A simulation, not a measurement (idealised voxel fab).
Documented hereafter: the process module known as voxel ribs on slabs.
Each square cell in cross-section cut measures 5 nm, and the section as a whole is 270 nm wide.
Cross-section, as written here: a square-cell grid given band by band from the top down, where a band holds one or more rows of cells.
Each band's line starts with the height of the band's top and of its bottom, in nm. Then come its materials from left to right, each with its width in nm. One material with "everywhere" fills the band from edge to edge. "empty" is empty space.
Note: height 0 marks the level under which the wafer is uniformly one material as received. Lowest band unbounded below, written "0..down".
A width such as "30..40" changes by the same amount from each row of cells to the next, from the band's top row to its bottom row.
"stayed the same" after a step means that no cell of the cross-section changed.
If an empty space has no open way to the top and is at least 8 cells in size, "Closed void roster" lists it, written width x height at distance, where distance is measured from the left edge and every value is in nm.
The remark found on a step's line after its settings is issued by the simulator itself and pertains to that step.
For masked steps, "overlay nm" on the step line gives how far right of plan the mask actually lay; a minus sign means it lay to the left.
[Process steps - plan]
| 1 | RECEIVE with material Si |
| 2 | DIRECTIONAL_DEP with material SiO2, thk nm 30 |
| 3 | DIRECTIONAL_DEP with material SiN, thk nm 20 |
| 4 | MASKED_ETCH with tone cover, mask id RIB, width nm 20, etch materials SiN, depth nm 15, overlay nm 0 |
| 5 | MASKED_ETCH with tone cover, mask id SLAB, width nm 50, etch materials SiN, depth nm 5, overlay nm 0 |
| 6 | FILL_DEP with material SiO2, thk nm 20 |
| 7 | CMP with height nm 65 |
| 8 | DIRECTIONAL_DEP with material TiN, thk nm 5 |
| 9 | DIRECTIONAL_DEP with material aC, thk nm 15 |
| 10 | PATTERN with tone cover, mask id HEATER, material resist, width nm 30, thk nm 35, overlay nm 0 |
| 11 | DIRECTIONAL_ETCH with etch materials aC, depth nm 15 |
| 12 | STRIP with etch materials resist |
| 13 | DIRECTIONAL_ETCH with etch materials TiN, depth nm 5 |
| 14 | STRIP with etch materials aC |
| 15 | CONFORMAL_DEP with material SiO2, thk nm 5 |
[What follows covers the first of two wafers; it ran as planned]
[Cross-section of the incoming wafer, state after step 1]
    0..down  Si everywhere
    Closed void roster: none
[Cross-section of the wafer subsequent to step 2]
    30..0  SiO2 everywhere
    No changes below 0.
[Cross-section of the wafer subsequent to step 3]
    50..30  SiN everywhere
    No changes below 30.
[Cross-section of the wafer subsequent to step 4]
    50..35  empty=125 / SiN=20 / empty=125
    No changes below 35.
[Cross-section of the wafer subsequent to step 5]
    50..35  empty=125 / SiN=20 / empty=125
    35..30  empty=110 / SiN=50 / empty=110
    No changes below 30.
[Cross-section of the wafer subsequent to step 6]
    70..50  SiO2 everywhere
    50..35  SiO2=125 / SiN=20 / SiO2=125
    35..30  SiO2=110 / SiN=50 / SiO2=110
    No changes below 30.
[Cross-section of the wafer subsequent to step 7]
    65..50  SiO2 everywhere
    No changes below 50.
[Cross-section of the wafer subsequent to step 8]
    70..65  TiN everywhere
    No changes below 65.
[Cross-section of the wafer subsequent to step 9]
    85..70  aC everywhere
    No changes below 70.
[Cross-section of the wafer subsequent to step 10]
    120..85  empty=120 / resist=30 / empty=120
    No changes below 85.
[Cross-section of the wafer subsequent to step 11]
    105..85  empty=120 / resist=30 / empty=120
    85..70  empty=120 / aC=30 / empty=120
    No changes below 70.
[Cross-section of the wafer subsequent to step 12]
    85..70  empty=120 / aC=30 / empty=120
    No changes below 70.
[Cross-section of the wafer subsequent to step 13]
    85..70  empty=120 / aC=30 / empty=120
    70..65  empty=120 / TiN=30 / empty=120
    No changes below 65.
[Cross-section of the wafer subsequent to step 14]
    70..65  empty=120 / TiN=30 / empty=120
    No changes below 65.
[Cross-section of the wafer subsequent to step 15]
    75..70  empty=115 / SiO2=40 / empty=115
    70..65  SiO2=120 / TiN=30 / SiO2=120
    No changes below 65.
[Second wafer. Start and plan as for the first. One mistake made in running. Agrees with the first up to and including step 9]
[Second wafer, sectioned view, at step 10's planned end time]
    120..85  empty=125 / resist=25 / empty=120
    No changes below 85.
[Second wafer, sectioned view, at step 11's planned end time]
    105..85  empty=125 / resist=25 / empty=120
    85..70  empty=125 / aC=25 / empty=120
    No changes below 70.
[Second wafer, sectioned view, at step 12's planned end time]
    85..70  empty=125 / aC=25 / empty=120
    No changes below 70.
[Second wafer, sectioned view, at step 13's planned end time]
    85..70  empty=125 / aC=25 / empty=120
    70..65  empty=125 / TiN=25 / empty=120
    No changes below 65.
[Second wafer, sectioned view, at step 14's planned end time]
    70..65  empty=125 / TiN=25 / empty=120
    No changes below 65.
[Second wafer, sectioned view, at step 15's planned end time]
    75..70  empty=120 / SiO2=35 / empty=115
    70..65  SiO2=125 / TiN=25 / SiO2=120
    No changes below 65.
Run error: heads up, step 10 didn't go per plan, it actually ran as PATTERN with tone cover, mask id HEATER, material resist, width nm 25, thk nm 35, overlay nm 0
Bottom line after processing is that, in cells, the second wafer is up or down on some materials versus the first: TiN -1
